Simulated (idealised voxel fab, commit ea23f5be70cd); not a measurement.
Process module under the name voxel gate over fins
cross-section cut | 145 nm wide | cells 5 nm
How to read a cross-section here: the picture is a grid of square cells, written as bands going from the top down, and any band can span one or more rows of cells.
The entry gives the band's vertical extent as a top height and a bottom height in nm, then its horizontal make-up as materials from left to right, each with a width in nm. "empty" stands for empty space; a single material marked "throughout" fills the band edge to edge.
Heights are reckoned from 0. Under this level, the received wafer is all of one material. The bottommost band is open-ended downward, for example "from 0 down".
Width "30->40": first value at the band's top row of cells, second value at its bottom row, equal change from row to row.
What does "nothing was modified" mean for a step? It means no cell of the cross-section changed in that step.
"Entrapped voids": empty spaces of 8 cells or more with no open way to the top, each given as width x height at distance, distance from the left edge, all in nm.
Text after the settings on a step's line: the simulator's own remark on that step.
On any step carrying a mask, the "overlay nm" setting, if present on the step's line, tells how far right of its planned place the mask lay; negative values point to the left.

Planned process steps
1 RECEIVE | material Si
2 CONFORMAL_DEP | material SiN | thk nm 10
3 PATTERN | tone cover | mask id FINS | material resist | width nm 15 | pitch nm 35 | thk nm 15 | overlay nm 0
4 DIRECTIONAL_ETCH | etch materials SiN | depth nm 10
5 DIRECTIONAL_ETCH | etch materials Si | depth nm 40
6 STRIP | etch materials resist
7 FILL_DEP | material SiO2 | thk nm 5
8 CMP | height nm 10
9 SELECTIVE_ETCH | etch materials SiO2 | depth nm 25
10 STRIP | etch materials SiN
11 CONFORMAL_DEP | material HfO2 | thk nm 5
12 CONFORMAL_DEP | material TiN | thk nm 5
13 CONFORMAL_DEP | material TiAl | thk nm 5
14 CONFORMAL_DEP | material TiN | thk nm 5
15 FILL_DEP | material W | thk nm 10
16 CMP | height nm 25
17 CONFORMAL_DEP | material SiCN | thk nm 5

First wafer, two in total, run as planned

Here's what the wafer looked like in cross-section when it arrived - that's after step 1
	from 0 down  Si throughout
	Entrapped voids: none

Wafer xsec, post step 2
	from 10 to 0  SiN throughout
	below 0: unchanged

Wafer xsec, post step 3
	from 25 to 10  45 nm empty | 15 nm resist | 20 nm empty | 15 nm resist | 50 nm empty
	below 10: unchanged

Wafer xsec, post step 4
	from 25 to 10  45 nm empty | 15 nm resist | 20 nm empty | 15 nm resist | 50 nm empty
	from 10 to 0  45 nm empty | 15 nm SiN | 20 nm empty | 15 nm SiN | 50 nm empty
	below 0: unchanged

Wafer xsec, post step 5
	from 25 to 10  45 nm empty | 15 nm resist | 20 nm empty | 15 nm resist | 50 nm empty
	from 10 to 0  45 nm empty | 15 nm SiN | 20 nm empty | 15 nm SiN | 50 nm empty
	from 0 to -40  45 nm empty | 15 nm Si | 20 nm empty | 15 nm Si | 50 nm empty
	below -40: unchanged

Wafer xsec, post step 6
	from 10 to 0  45 nm empty | 15 nm SiN | 20 nm empty | 15 nm SiN | 50 nm empty
	below 0: unchanged

Wafer xsec, post step 7
	from 15 to 10  SiO2 throughout
	from 10 to 0  45 nm SiO2 | 15 nm SiN | 20 nm SiO2 | 15 nm SiN | 50 nm SiO2
	from 0 to -40  45 nm SiO2 | 15 nm Si | 20 nm SiO2 | 15 nm Si | 50 nm SiO2
	below -40: unchanged

Wafer xsec, post step 8
	from 10 to 0  45 nm SiO2 | 15 nm SiN | 20 nm SiO2 | 15 nm SiN | 50 nm SiO2
	below 0: unchanged

Wafer xsec, post step 9
	from 10 to 0  45 nm empty | 15 nm SiN | 20 nm empty | 15 nm SiN | 50 nm empty
	from 0 to -15  45 nm empty | 15 nm Si | 20 nm empty | 15 nm Si | 50 nm empty
	below -15: unchanged

Wafer xsec, post step 10
	from 0 to -15  45 nm empty | 15 nm Si | 20 nm empty | 15 nm Si | 50 nm empty
	below -15: unchanged

Wafer xsec, post step 11
	from 5 to 0  40 nm empty | 25 nm HfO2 | 10 nm empty | 25 nm HfO2 | 45 nm empty
	from 0 to -10  40 nm empty | 5 nm HfO2 | 15 nm Si | 5 nm HfO2 | 10 nm empty | 5 nm HfO2 | 15 nm Si | 5 nm HfO2 | 45 nm empty
	from -10 to -15  45 nm HfO2 | 15 nm Si | 20 nm HfO2 | 15 nm Si | 50 nm HfO2
	below -15: unchanged

Wafer xsec, post step 12
	from 10 to 5  35 nm empty | 70 nm TiN | 40 nm empty
	from 5 to 0  35 nm empty | 5 nm TiN | 25 nm HfO2 | 10 nm TiN | 25 nm HfO2 | 5 nm TiN | 40 nm empty
	from 0 to -5  35 nm empty | 5 nm TiN | 5 nm HfO2 | 15 nm Si | 5 nm HfO2 | 10 nm TiN | 5 nm HfO2 | 15 nm Si | 5 nm HfO2 | 5 nm TiN | 40 nm empty
	from -5 to -10  40 nm TiN | 5 nm HfO2 | 15 nm Si | 5 nm HfO2 | 10 nm TiN | 5 nm HfO2 | 15 nm Si | 5 nm HfO2 | 45 nm TiN
	below -10: unchanged

Wafer xsec, post step 13
	from 15 to 10  30 nm empty | 80 nm TiAl | 35 nm empty
	from 10 to 5  30 nm empty | 5 nm TiAl | 70 nm TiN | 5 nm TiAl | 35 nm empty
	from 5 to 0  30 nm empty | 5 nm TiAl | 5 nm TiN | 25 nm HfO2 | 10 nm TiN | 25 nm HfO2 | 5 nm TiN | 5 nm TiAl | 35 nm empty
	from 0 to -5  35 nm TiAl | 5 nm TiN | 5 nm HfO2 | 15 nm Si | 5 nm HfO2 | 10 nm TiN | 5 nm HfO2 | 15 nm Si | 5 nm HfO2 | 5 nm TiN | 40 nm TiAl
	below -5: unchanged

Wafer xsec, post step 14
	from 20 to 15  25 nm empty | 90 nm TiN | 30 nm empty
	from 15 to 10  25 nm empty | 5 nm TiN | 80 nm TiAl | 5 nm TiN | 30 nm empty
	from 10 to 5  25 nm empty | 5 nm TiN | 5 nm TiAl | 70 nm TiN | 5 nm TiAl | 5 nm TiN | 30 nm empty
	from 5 to 0  30 nm TiN | 5 nm TiAl | 5 nm TiN | 25 nm HfO2 | 10 nm TiN | 25 nm HfO2 | 5 nm TiN | 5 nm TiAl | 35 nm TiN
	below 0: unchanged

Wafer xsec, post step 15
	from 30 to 20  W throughout
	from 20 to 15  25 nm W | 90 nm TiN | 30 nm W
	from 15 to 10  25 nm W | 5 nm TiN | 80 nm TiAl | 5 nm TiN | 30 nm W
	from 10 to 5  25 nm W | 5 nm TiN | 5 nm TiAl | 70 nm TiN | 5 nm TiAl | 5 nm TiN | 30 nm W
	below 5: unchanged

Wafer xsec, post step 16
	from 25 to 20  W throughout
	below 20: unchanged

Wafer xsec, post step 17
	from 30 to 25  SiCN throughout
	below 25: unchanged

Second wafer, same starting state and plan as the first, one mistake in the run, identical through step 5

The second wafer in cross-section, at the planned close of step 6
	from 10 to 0  45 nm empty | 15 nm SiN | 20 nm empty | 15 nm SiN | 50 nm empty
	below 0: unchanged

The second wafer in cross-section, at the planned close of step 7
	from 15 to 10  SiO2 throughout
	from 10 to 0  45 nm SiO2 | 15 nm SiN | 20 nm SiO2 | 15 nm SiN | 50 nm SiO2
	from 0 to -40  45 nm SiO2 | 15 nm Si | 20 nm SiO2 | 15 nm Si | 50 nm SiO2
	below -40: unchanged

The second wafer in cross-section, at the planned close of step 8
	from 10 to 0  45 nm SiO2 | 15 nm SiN | 20 nm SiO2 | 15 nm SiN | 50 nm SiO2
	below 0: unchanged

The second wafer in cross-section, at the planned close of step 9
	from 10 to 0  45 nm empty | 15 nm SiN | 20 nm empty | 15 nm SiN | 50 nm empty
	from 0 to -15  45 nm empty | 15 nm Si | 20 nm empty | 15 nm Si | 50 nm empty
	below -15: unchanged

The second wafer in cross-section, at the planned close of step 10
	from 0 to -15  45 nm empty | 15 nm Si | 20 nm empty | 15 nm Si | 50 nm empty
	below -15: unchanged

The second wafer in cross-section, at the planned close of step 11
	from 5 to 0  40 nm empty | 25 nm HfO2 | 10 nm empty | 25 nm HfO2 | 45 nm empty
	from 0 to -10  40 nm empty | 5 nm HfO2 | 15 nm Si | 5 nm HfO2 | 10 nm empty | 5 nm HfO2 | 15 nm Si | 5 nm HfO2 | 45 nm empty
	from -10 to -15  45 nm HfO2 | 15 nm Si | 20 nm HfO2 | 15 nm Si | 50 nm HfO2
	below -15: unchanged

The second wafer in cross-section, at the planned close of step 12
	from 10 to 5  35 nm empty | 70 nm TiN | 40 nm empty
	from 5 to 0  35 nm empty | 5 nm TiN | 25 nm HfO2 | 10 nm TiN | 25 nm HfO2 | 5 nm TiN | 40 nm empty
	from 0 to -5  35 nm empty | 5 nm TiN | 5 nm HfO2 | 15 nm Si | 5 nm HfO2 | 10 nm TiN | 5 nm HfO2 | 15 nm Si | 5 nm HfO2 | 5 nm TiN | 40 nm empty
	from -5 to -10  40 nm TiN | 5 nm HfO2 | 15 nm Si | 5 nm HfO2 | 10 nm TiN | 5 nm HfO2 | 15 nm Si | 5 nm HfO2 | 45 nm TiN
	below -10: unchanged

The second wafer in cross-section, at the planned close of step 13
	from 15 to 10  30 nm empty | 80 nm TiAl | 35 nm empty
	from 10 to 5  30 nm empty | 5 nm TiAl | 70 nm TiN | 5 nm TiAl | 35 nm empty
	from 5 to 0  30 nm empty | 5 nm TiAl | 5 nm TiN | 25 nm HfO2 | 10 nm TiN | 25 nm HfO2 | 5 nm TiN | 5 nm TiAl | 35 nm empty
	from 0 to -5  35 nm TiAl | 5 nm TiN | 5 nm HfO2 | 15 nm Si | 5 nm HfO2 | 10 nm TiN | 5 nm HfO2 | 15 nm Si | 5 nm HfO2 | 5 nm TiN | 40 nm TiAl
	below -5: unchanged

The second wafer in cross-section, at the planned close of step 14
	from 20 to 15  25 nm empty | 90 nm TiN | 30 nm empty
	from 15 to 10  25 nm empty | 5 nm TiN | 80 nm TiAl | 5 nm TiN | 30 nm empty
	from 10 to 5  25 nm empty | 5 nm TiN | 5 nm TiAl | 70 nm TiN | 5 nm TiAl | 5 nm TiN | 30 nm empty
	from 5 to 0  30 nm TiN | 5 nm TiAl | 5 nm TiN | 25 nm HfO2 | 10 nm TiN | 25 nm HfO2 | 5 nm TiN | 5 nm TiAl | 35 nm TiN
	below 0: unchanged

The second wafer in cross-section, at the planned close of step 15
	from 30 to 20  W throughout
	from 20 to 15  25 nm W | 90 nm TiN | 30 nm W
	from 15 to 10  25 nm W | 5 nm TiN | 80 nm TiAl | 5 nm TiN | 30 nm W
	from 10 to 5  25 nm W | 5 nm TiN | 5 nm TiAl | 70 nm TiN | 5 nm TiAl | 5 nm TiN | 30 nm W
	below 5: unchanged

The second wafer in cross-section, at the planned close of step 16
	from 25 to 20  W throughout
	below 20: unchanged

The second wafer in cross-section, at the planned close of step 17
	from 30 to 25  SiCN throughout
	below 25: unchanged
In executing the process, a mistake was made relative to the plan: in the plan, step 6 was performed twice
Since the two wafers finish with cross-sections that are the same, nothing this model computes is changed by the mistake.
